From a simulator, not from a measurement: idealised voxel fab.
process module | voxel released beams
The width of the displayed cross-section, cut, is 175 nm; its cells are square, with a size of 5 nm.
Each cross-section below is a grid of square cells, stated as bands in top-down order, with one or more rows of cells making up each band. Basically the band line says how high the top is and how high the bottom is, in nm, and then what's in it from left to right, every material with its width in nm. Empty space shows up as "air", and if a single material carries "everywhere" it runs the full band edge to edge. Heads up on the height convention: 0 is the point under which the incoming wafer is all one material, and the lowest band has no bottom, it just keeps going down, like "0..down". Top row gets the first number, bottom row gets the second, and each row in between changes by the same step: that is how a band width like "30..40" works. Step note "no alteration" = no cross-section cell changed. The entry titled "Sealed void inventory" provides the empty spaces that have no open way to the top, restricted to those of 8 cells or more. Each is presented as width x height at distance, the distance being measured from the left edge, with all three in nm. Anything after a step's settings on that line? It's the simulator's own note about the step. Each step line may optionally specify "overlay nm", which for a step with a mask gives the rightward distance between the mask's planned place and where it lay, a negative value indicating the leftward direction.
Planned step list for the process:
- 1: RECEIVE [material Si]
- 2: CONFORMAL_DEP [material SiN] [thk nm 10]
- 3: DIRECTIONAL_DEP [material SiO2] [thk nm 10]
- 4: MASKED_ETCH [tone open] [mask id ANCHOR] [width nm 25] [etch materials SiO2] [depth nm 10] [overlay nm 0]
- 5: CONFORMAL_DEP [material W] [thk nm 10]
- 6: PATTERN [tone cover] [mask id BEAM] [material resist] [width nm 70] [thk nm 15] [overlay nm -15]
- 7: DIRECTIONAL_ETCH [etch materials W] [depth nm 10]
- 8: STRIP [etch materials resist]
- 9: STRIP [etch materials SiO2]
Among the wafers covered here, the point of difference is the overlay nm at step 6; their starting state is shared, and the plan presents the value of the first wafer.
Cross-section of the first incoming wafer of several, state after step 1:
  0..down = Si everywhere
  Sealed void inventory: none
At the end of the module, after its last step, step 9, the first of several wafers appears in cross-section as follows:
  30..20 = air: 35, W: 30, air: 5, W: 35, air: 70
  20..10 = air: 55, W: 25, air: 95
  10..0 = SiN everywhere
  0..down = Si everywhere
  Sealed void inventory: none
End of module, last wafer sectioned:
  30..20 = air: 70, W: 65, air: 40
  20..10 = air: 55, W: 25, air: 95
  10..0 = SiN everywhere
  0..down = Si everywhere
  Sealed void inventory: none
Below, a row for every wafer. Read it as the end-of-module picture: for each material the wafer shows its cells gained (+) or lost (-) since it was received, and then its closed voids:
overlay nm -15, +70 SiN, +36 W, Sealed void inventory: none
overlay nm -10, +70 SiN, +36 W, Sealed void inventory: none
overlay nm -5, +70 SiN, +36 W, Sealed void inventory: none
overlay nm 0, +70 SiN, +36 W, Sealed void inventory: none
overlay nm 5, +70 SiN, +36 W, Sealed void inventory: none
overlay nm 10, +70 SiN, +36 W, Sealed void inventory: none
overlay nm 15, +70 SiN, +36 W, Sealed void inventory: none
